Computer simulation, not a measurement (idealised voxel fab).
Title: Process Module voxel ribs on slabs
The width of the displayed cross-section, cut, is 265 nm; its cells are square, with a size of 5 nm.
Reading order for cross-sections: top band down to bottom band. Underlying form: a grid of square cells. Band size: one or more rows of cells. In this notation a band is specified by the heights of its top and bottom, in that order and in nm, after which its materials appear from left to right, each paired with its width in nm. The word "throughout" attached to a single material means that material fills the band from edge to edge; the word "blank" stands for empty space. A quick word on heights: they are counted from 0, and under that level the wafer as it came to us is one material throughout. The lowest band is different from the rest in having no bottom; it simply continues downward, written as in "0 -> down". Think of "30..40" as a width that walks from the first number to the second as you go down the band, top row to bottom row, taking equal-sized steps from row to row. No cell of the cross-section changed in a step that is given as "everything unchanged". "Fully sealed voids" specifies each empty space that is not open to the top and that occupies no fewer than 8 cells, using the form width x height at distance, the distance measured from the left edge and all three quantities in nm. Past the settings on a step's line: simulator remark, on that step. Each step line may optionally specify "overlay nm", which for a step with a mask gives the rightward distance between the mask's planned place and where it lay, a negative value indicating the leftward direction.

### Planned step list for the process
1) RECEIVE | material Si
2) DIRECTIONAL_DEP | material SiO2 | thk nm 30
3) DIRECTIONAL_DEP | material polySi | thk nm 20
4) PATTERN | tone cover | mask id RIB | material resist | width nm 25 | thk nm 20 | overlay nm 0
5) DIRECTIONAL_ETCH | etch materials polySi | depth nm 10
6) STRIP | etch materials resist
7) MASKED_ETCH | tone cover | mask id SLAB | width nm 65 | etch materials polySi | depth nm 10 | overlay nm 0
8) FILL_DEP | material SiO2 | thk nm 15
9) CMP | height nm 60
10) DIRECTIONAL_DEP | material W | thk nm 5
11) MASKED_ETCH | tone cover | mask id HEATER | width nm 35 | etch materials W | depth nm 5 | overlay nm 0
12) CONFORMAL_DEP | material SiN | thk nm 10

### Wafer cross-section on receipt, i.e. after step 1
    0 -> down = Si throughout
    Fully sealed voids: none

### First of two wafers at the end of the module, shown in cross-section; run carried out as planned
    75 -> 70 = 105 nm blank, 55 nm SiN, 105 nm blank
    70 -> 65 = SiN throughout
    65 -> 60 = 115 nm SiN, 35 nm W, 115 nm SiN
    60 -> 50 = SiO2 throughout
    50 -> 40 = 120 nm SiO2, 25 nm polySi, 120 nm SiO2
    40 -> 30 = 100 nm SiO2, 65 nm polySi, 100 nm SiO2
    30 -> 0 = SiO2 throughout
    0 -> down = Si throughout
    Fully sealed voids: none

### Wafer two (of two), end-of-module cross-section: start = wafer one, plan = wafer one, one run mistake
    75 -> 70 = 110 nm blank, 50 nm SiN, 105 nm blank
    70 -> 65 = SiN throughout
    65 -> 60 = 120 nm SiN, 30 nm W, 115 nm SiN
    60 -> 50 = SiO2 throughout
    50 -> 40 = 120 nm SiO2, 25 nm polySi, 120 nm SiO2
    40 -> 30 = 100 nm SiO2, 65 nm polySi, 100 nm SiO2
    30 -> 0 = SiO2 throughout
    0 -> down = Si throughout
    Fully sealed voids: none
Run error: heads up, step 11 didn't go per plan, it actually ran as MASKED_ETCH | tone cover | mask id HEATER | width nm 30 | etch materials W | depth nm 5 | overlay nm 0
Final comparison by cell count, materials where the second wafer has more or fewer than the first: -1 W
